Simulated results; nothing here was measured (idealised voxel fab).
The name of this process module is voxel self aligned contacts.
Cross-section cut spans 145 nm and uses square cells 5 nm in size.
Cross-section = grid of square cells, listed top down in bands; band = one or more rows. The entry gives the band's vertical extent as a top height and a bottom height in nm, then its horizontal make-up as materials from left to right, each with a width in nm. "blank" stands for empty space; a single material marked "edge to edge" fills the band edge to edge. Heights are expressed relative to 0, this being the level below which the as-received wafer comprises one material exclusively. The lowest band is unbounded in the downward direction and is denoted as in "z 0 and below". Graded width ("30..40"): value in top row of band = first number; value in bottom row = second number; row-to-row change constant. Basically "nothing was modified" means that step didn't change any cell in the cross-section. Listed in "Enclosed internal voids": every empty space of 8 or more cells without an open way to the top. Form: width x height at distance, the distance being from the left edge, all in nm. What comes after the settings on a step's line is commentary from the simulator itself on that step. overlay nm: mask right of planned place by this much (step with mask). Neg. = left.

## This section lists the process steps that were planned
- 1: RECEIVE [material Si]
- 2: OXIDIZE [depth nm 5]
- 3: DIRECTIONAL_DEP [material polySi] [thk nm 20]
- 4: DIRECTIONAL_DEP [material SiN] [thk nm 25]
- 5: DIRECTIONAL_DEP [material aC] [thk nm 10]
- 6: PATTERN [tone cover] [mask id GATE] [material resist] [width nm 35] [pitch nm 75] [thk nm 25] [overlay nm 0]
- 7: DIRECTIONAL_ETCH [etch materials aC] [depth nm 10]
- 8: STRIP [etch materials resist]
- 9: DIRECTIONAL_ETCH [etch materials SiN] [depth nm 25]
- 10: DIRECTIONAL_ETCH [etch materials polySi] [depth nm 20]
- 11: STRIP [etch materials aC]
- 12: CONFORMAL_DEP [material SiN] [thk nm 10]
- 13: DIRECTIONAL_ETCH [etch materials SiN] [depth nm 10]
- 14: FILL_DEP [material SiO2] [thk nm 15]
- 15: CMP [height nm 55]
- 16: MASKED_ETCH [tone open] [mask id CONTACT] [width nm 50] [etch materials SiO2] [depth nm 60] [overlay nm 0]
- 17: CONFORMAL_DEP [material TiN] [thk nm 5]
- 18: FILL_DEP [material Ru] [thk nm 5]
- 19: CMP [height nm 55]
- 20: CONFORMAL_DEP [material SiCN] [thk nm 5]

## First wafer out of two, processed as planned

## As received (post step 1): cross-section
- z 0 and below: Si edge to edge
- Enclosed internal voids: none

## The wafer, seen in cross-section, after step 2
- z 0 to -5: SiO2 edge to edge
- Everything below -5 is unchanged.

## The wafer, seen in cross-section, after step 3
- z 20 to 0: polySi edge to edge
- Everything below 0 is unchanged.

## The wafer, seen in cross-section, after step 4
- z 45 to 20: SiN edge to edge
- Everything below 20 is unchanged.

## The wafer, seen in cross-section, after step 5
- z 55 to 45: aC edge to edge
- Everything below 45 is unchanged.

## The wafer, seen in cross-section, after step 6
- z 80 to 55: blank (15); resist (35); blank (40); resist (35); blank (20)
- Everything below 55 is unchanged.

## The wafer, seen in cross-section, after step 7
- z 70 to 55: blank (15); resist (35); blank (40); resist (35); blank (20)
- z 55 to 45: blank (15); aC (35); blank (40); aC (35); blank (20)
- Everything below 45 is unchanged.

## The wafer, seen in cross-section, after step 8
- z 55 to 45: blank (15); aC (35); blank (40); aC (35); blank (20)
- Everything below 45 is unchanged.

## The wafer, seen in cross-section, after step 9
- z 55 to 45: blank (15); aC (35); blank (40); aC (35); blank (20)
- z 45 to 20: blank (15); SiN (35); blank (40); SiN (35); blank (20)
- Everything below 20 is unchanged.

## The wafer, seen in cross-section, after step 10
- z 55 to 45: blank (15); aC (35); blank (40); aC (35); blank (20)
- z 45 to 20: blank (15); SiN (35); blank (40); SiN (35); blank (20)
- z 20 to 0: blank (15); polySi (35); blank (40); polySi (35); blank (20)
- Everything below 0 is unchanged.

## The wafer, seen in cross-section, after step 11
- z 45 to 20: blank (15); SiN (35); blank (40); SiN (35); blank (20)
- Everything below 20 is unchanged.

## The wafer, seen in cross-section, after step 12
- z 55 to 20: blank (5); SiN (55); blank (20); SiN (55); blank (10)
- z 20 to 10: blank (5); SiN (10); polySi (35); SiN (10); blank (20); SiN (10); polySi (35); SiN (10); blank (10)
- z 10 to 0: SiN (15); polySi (35); SiN (40); polySi (35); SiN (20)
- Everything below 0 is unchanged.

## The wafer, seen in cross-section, after step 13
- z 45 to 20: blank (5); SiN (55); blank (20); SiN (55); blank (10)
- z 20 to 0: blank (5); SiN (10); polySi (35); SiN (10); blank (20); SiN (10); polySi (35); SiN (10); blank (10)
- Everything below 0 is unchanged.

## The wafer, seen in cross-section, after step 14
- z 60 to 45: SiO2 edge to edge
- z 45 to 20: SiO2 (5); SiN (55); SiO2 (20); SiN (55); SiO2 (10)
- z 20 to 0: SiO2 (5); SiN (10); polySi (35); SiN (10); SiO2 (20); SiN (10); polySi (35); SiN (10); SiO2 (10)
- Everything below 0 is unchanged.

## The wafer, seen in cross-section, after step 15
- z 55 to 45: SiO2 edge to edge
- Everything below 45 is unchanged.

## The wafer, seen in cross-section, after step 16
- z 55 to 45: SiO2 (45); blank (50); SiO2 (50)
- z 45 to 20: SiO2 (5); SiN (55); blank (20); SiN (55); SiO2 (10)
- z 20 to 0: SiO2 (5); SiN (10); polySi (35); SiN (10); blank (20); SiN (10); polySi (35); SiN (10); SiO2 (10)
- z 0 to -5: SiO2 (60); blank (20); SiO2 (65)
- Everything below -5 is unchanged.

## The wafer, seen in cross-section, after step 17
- z 60 to 55: TiN (50); blank (40); TiN (55)
- z 55 to 45: SiO2 (45); TiN (5..20); blank (40..10); TiN (5..20); SiO2 (50)
- z 45 to 20: SiO2 (5); SiN (55); TiN (5); blank (10); TiN (5); SiN (55); SiO2 (10)
- z 20 to 0: SiO2 (5); SiN (10); polySi (35); SiN (10); TiN (5); blank (10); TiN (5); SiN (10); polySi (35); SiN (10); SiO2 (10)
- z 0 to -5: SiO2 (60); TiN (20); SiO2 (65)
- Everything below -5 is unchanged.

## The wafer, seen in cross-section, after step 18
- z 65 to 60: Ru edge to edge
- z 60 to 55: TiN (50); Ru (40); TiN (55)
- z 55 to 45: SiO2 (45); TiN (5..20); Ru (40..10); TiN (5..20); SiO2 (50)
- z 45 to 20: SiO2 (5); SiN (55); TiN (5); Ru (10); TiN (5); SiN (55); SiO2 (10)
- z 20 to 0: SiO2 (5); SiN (10); polySi (35); SiN (10); TiN (5); Ru (10); TiN (5); SiN (10); polySi (35); SiN (10); SiO2 (10)
- Everything below 0 is unchanged.

## The wafer, seen in cross-section, after step 19
- z 55 to 45: SiO2 (45); TiN (5..20); Ru (40..10); TiN (5..20); SiO2 (50)
- Everything below 45 is unchanged.

## The wafer, seen in cross-section, after step 20
- z 60 to 55: SiCN edge to edge
- Everything below 55 is unchanged.

## Okay, second wafer. Nothing different at the start, nothing different in the plan, just one mistake somewhere in the running. As far as step 3, counting that step, it's the first wafer all over again

## Second wafer, cross-section, planned end of step 4
- z 45 to 20: Ru edge to edge
- Everything below 20 is unchanged.

## Second wafer, cross-section, planned end of step 5
- z 55 to 45: aC edge to edge
- Everything below 45 is unchanged.

## Second wafer, cross-section, planned end of step 6
- z 80 to 55: blank (15); resist (35); blank (40); resist (35); blank (20)
- Everything below 55 is unchanged.

## Second wafer, cross-section, planned end of step 7
- z 70 to 55: blank (15); resist (35); blank (40); resist (35); blank (20)
- z 55 to 45: blank (15); aC (35); blank (40); aC (35); blank (20)
- Everything below 45 is unchanged.

## Second wafer, cross-section, planned end of step 8
- z 55 to 45: blank (15); aC (35); blank (40); aC (35); blank (20)
- Everything below 45 is unchanged.

Second wafer, cross-section, planned end of step 9: nothing was modified

Second wafer, cross-section, planned end of step 10: nothing was modified

## Second wafer, cross-section, planned end of step 11
- z 45 to 20: Ru edge to edge
- Everything below 20 is unchanged.

## Second wafer, cross-section, planned end of step 12
- z 55 to 45: SiN edge to edge
- Everything below 45 is unchanged.

## Second wafer, cross-section, planned end of step 13
- z 45 to 20: Ru edge to edge
- Everything below 20 is unchanged.

## Second wafer, cross-section, planned end of step 14
- z 60 to 45: SiO2 edge to edge
- Everything below 45 is unchanged.

## Second wafer, cross-section, planned end of step 15
- z 55 to 45: SiO2 edge to edge
- Everything below 45 is unchanged.

## Second wafer, cross-section, planned end of step 16
- z 55 to 45: SiO2 (45); blank (50); SiO2 (50)
- Everything below 45 is unchanged.

## Second wafer, cross-section, planned end of step 17
- z 60 to 55: TiN (50); blank (40); TiN (55)
- z 55 to 50: SiO2 (45); TiN (5); blank (40); TiN (5); SiO2 (50)
- z 50 to 45: SiO2 (45); TiN (50); SiO2 (50)
- Everything below 45 is unchanged.

## Second wafer, cross-section, planned end of step 18
- z 65 to 60: Ru edge to edge
- z 60 to 55: TiN (50); Ru (40); TiN (55)
- z 55 to 50: SiO2 (45); TiN (5); Ru (40); TiN (5); SiO2 (50)
- Everything below 50 is unchanged.

## Second wafer, cross-section, planned end of step 19
- z 55 to 50: SiO2 (45); TiN (5); Ru (40); TiN (5); SiO2 (50)
- Everything below 50 is unchanged.

## Second wafer, cross-section, planned end of step 20
- z 60 to 55: SiCN edge to edge
- Everything below 55 is unchanged.
Deviation noted in wafer processing: in deviation from the planned setting, step 4 was conducted as DIRECTIONAL_DEP [material Ru] [thk nm 25]
Final comparison by cell count, materials where the second wafer has more or fewer than the first: 125 more of Ru | 142 fewer of SiN | 23 fewer of SiO2 | 20 fewer of TiN | 60 more of polySi
